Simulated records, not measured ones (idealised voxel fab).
Herein follows the process module entitled voxel ribs on slabs.
275 nm wide, 5 nm square cells: that's cross-section cut.
A cross-section is a grid of square cells, given in bands from the top down. A band is one or more rows of cells.
Band entry format. Leading values: height of top, height of bottom, nm. Remainder: materials in left-to-right order, each with its width in nm. Special words: "throughout" on a single material, which then fills the band edge to edge; "air", empty space.
All heights in this document are referenced to 0, defined as the level beneath which the wafer, as received, consists entirely of one material. The lowest band is not bounded below; it extends indefinitely downward and is written in the form "from 0 down".
A width such as "30 to 40" changes by the same amount from each row of cells to the next, from the band's top row to its bottom row.
Any step labelled "nothing different" changed none of the cells in the cross-section.
In "Closed void catalog" the enclosed voids are listed, meaning empty spaces of 8 cells or larger without any opening to the top. The form is width x height at distance, distance from the left edge, units nm.
Whatever follows a step's settings on its line is a remark the simulator itself makes about that step.
The setting "overlay nm" may be written on the line of a step. When the step uses a mask, the value reports how far to the right of the planned place the mask lay, and a negative value reports that it lay to the left.

STEPS IN THE PROCESS PLAN
1 RECEIVE (material Si)
2 DIRECTIONAL_DEP (material SiO2; thk nm 25)
3 DIRECTIONAL_DEP (material SiN; thk nm 25)
4 PATTERN (tone cover; mask id RIB; material resist; width nm 25; thk nm 15; overlay nm 0)
5 DIRECTIONAL_ETCH (etch materials SiN; depth nm 20)
6 STRIP (etch materials resist)
7 MASKED_ETCH (tone cover; mask id SLAB; width nm 85; etch materials SiN; depth nm 5; overlay nm 0)
8 FILL_DEP (material SiO2; thk nm 25)
9 CMP (height nm 70)
10 DIRECTIONAL_DEP (material W; thk nm 5)
11 MASKED_ETCH (tone cover; mask id HEATER; width nm 35; etch materials W; depth nm 5; overlay nm 0)
12 CONFORMAL_DEP (material SiO2; thk nm 10)

SO THIS IS THE INCOMING WAFER IN CROSS-SECTION - IT'S ALREADY BEEN THROUGH STEP 1
  from 0 down = Si throughout
  Closed void catalog: none

CROSS-SECTIONAL VIEW OF THE FIRST OF THE TWO WAFERS UPON COMPLETION OF THE MODULE, PROCESSED IN ACCORDANCE WITH THE PLAN
  from 85 to 80 = 110 nm air | 55 nm SiO2 | 110 nm air
  from 80 to 75 = SiO2 throughout
  from 75 to 70 = 120 nm SiO2 | 35 nm W | 120 nm SiO2
  from 70 to 50 = SiO2 throughout
  from 50 to 30 = 125 nm SiO2 | 25 nm SiN | 125 nm SiO2
  from 30 to 25 = 95 nm SiO2 | 85 nm SiN | 95 nm SiO2
  from 25 to 0 = SiO2 throughout
  from 0 down = Si throughout
  Closed void catalog: none

SECOND WAFER AT THE END: LIKE START, LIKE PLAN, ONE MISTAKE
  from 85 to 80 = 110 nm air | 55 nm SiO2 | 110 nm air
  from 80 to 75 = SiO2 throughout
  from 75 to 70 = 120 nm SiO2 | 35 nm W | 120 nm SiO2
  from 70 to 55 = 125 nm SiO2 | 25 nm SiN | 125 nm SiO2
  from 55 to 50 = 95 nm SiO2 | 85 nm SiN | 95 nm SiO2
  from 50 to 0 = SiO2 throughout
  from 0 down = Si throughout
  Closed void catalog: none
Where did the run depart from the plan? yeah, plan step 2 got run twice
Wrapping up, a cell-based count of both wafers puts the second over or under the first for these materials: 5 fewer of SiN | 5 more of SiO2
